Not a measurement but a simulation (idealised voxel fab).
Module name: voxel self aligned vias (process module)
Square cell edge 5 nm, section width 190 nm, ID cut.
Cross-sections here: square-cell grids, written as top-down lists of bands, a band being one or more rows of cells.
Basically the band line says how high the top is and how high the bottom is, in nm, and then what's in it from left to right, every material with its width in nm. Empty space shows up as "blank", and if a single material carries "edge to edge" it runs the full band edge to edge.
Heights are expressed relative to 0, this being the level below which the as-received wafer comprises one material exclusively. The lowest band is unbounded in the downward direction and is denoted as in "0..down".
Quick explanation for "30 to 40": the width changes in equal steps down the rows of cells, from the first number in the band's top row to the second number in its bottom row.
When a step is marked "same as before", none of the cells in the cross-section changed during that step.
What "Voids, fully enclosed" gives you is every empty space of 8 cells or more that is cut off from the top. Each appears as width x height at distance, with the distance taken from the left edge and width, height and distance all in nm.
Past the settings on a step's line: simulator remark, on that step.
Regarding "overlay nm": on a step with a mask, it is the distance the mask lay to the right of its planned place; a negative value places it to the left.

**Process steps (planned)**
step 1: RECEIVE,material Si
step 2: CONFORMAL_DEP,material SiO2,thk nm 10
step 3: CONFORMAL_DEP,material SiCN,thk nm 5
step 4: DIRECTIONAL_DEP,material lowk,thk nm 20
step 5: PATTERN,tone open,mask id LINES,material resist,width nm 25,pitch nm 65,thk nm 20,overlay nm 0
step 6: DIRECTIONAL_ETCH,etch materials lowk,depth nm 20
step 7: STRIP,etch materials resist
step 8: CONFORMAL_DEP,material TiN,thk nm 5
step 9: FILL_DEP,material Ru,thk nm 10
step 10: CMP,height nm 35
step 11: SELECTIVE_ETCH,etch materials W Ru TiN,depth nm 5
step 12: FILL_DEP,material SiN,thk nm 5
step 13: CMP,height nm 35
step 14: DIRECTIONAL_DEP,material lowk,thk nm 20
step 15: MASKED_ETCH,tone open,mask id VIAS,width nm 35,etch materials lowk,depth nm 20,overlay nm 0
step 16: MASKED_ETCH,tone open,mask id VIAS,width nm 35,etch materials SiN,depth nm 5,overlay nm 0
step 17: CONFORMAL_DEP,material TiN,thk nm 5
step 18: FILL_DEP,material Ru,thk nm 5
step 19: CMP,height nm 55
step 20: CONFORMAL_DEP,material SiCN,thk nm 5

**The cross-section here shows the wafer as received, i.e. in its state after step 1**
* 0..down = Si edge to edge
* Voids, fully enclosed: none

**Cross-section, first of two wafers, end of module, run as planned**
* 60..55 = SiCN edge to edge
* 55..40 = 45 lowk | 5 TiN | 25 Ru | 5 TiN | 110 lowk
* 40..35 = 45 lowk | 10 TiN | 15 Ru | 10 TiN | 110 lowk
* 35..30 = 50 lowk | 25 TiN | 40 lowk | 25 SiN | 50 lowk
* 30..20 = 50 lowk | 5 TiN | 15 Ru | 5 TiN | 40 lowk | 5 TiN | 15 Ru | 5 TiN | 50 lowk
* 20..15 = 50 lowk | 25 TiN | 40 lowk | 25 TiN | 50 lowk
* 15..10 = SiCN edge to edge
* 10..0 = SiO2 edge to edge
* 0..down = Si edge to edge
* Voids, fully enclosed: none

**Cross-section, wafer two of two, end of module: same start and plan as wafer one, one error in execution**
* 60..55 = SiCN edge to edge
* 55..40 = 40 Ru | 5 TiN | 35 lowk | 5 TiN | 105 Ru
* 40..35 = 45 TiN | 35 lowk | 110 TiN
* 35..30 = 50 lowk | 25 SiN | 40 lowk | 25 SiN | 50 lowk
* 30..20 = 50 lowk | 5 TiN | 15 Ru | 5 TiN | 40 lowk | 5 TiN | 15 Ru | 5 TiN | 50 lowk
* 20..15 = 50 lowk | 25 TiN | 40 lowk | 25 TiN | 50 lowk
* 15..10 = SiCN edge to edge
* 10..0 = SiO2 edge to edge
* 0..down = Si edge to edge
* Voids, fully enclosed: none
Deviation from plan: in deviation from the planned setting, step 15 was conducted as MASKED_ETCH,tone cover,mask id VIAS,width nm 35,etch materials lowk,depth nm 20,overlay nm 0
at the end the second wafer has, in cells: Ru +69, SiN +5, TiN +22, lowk -96
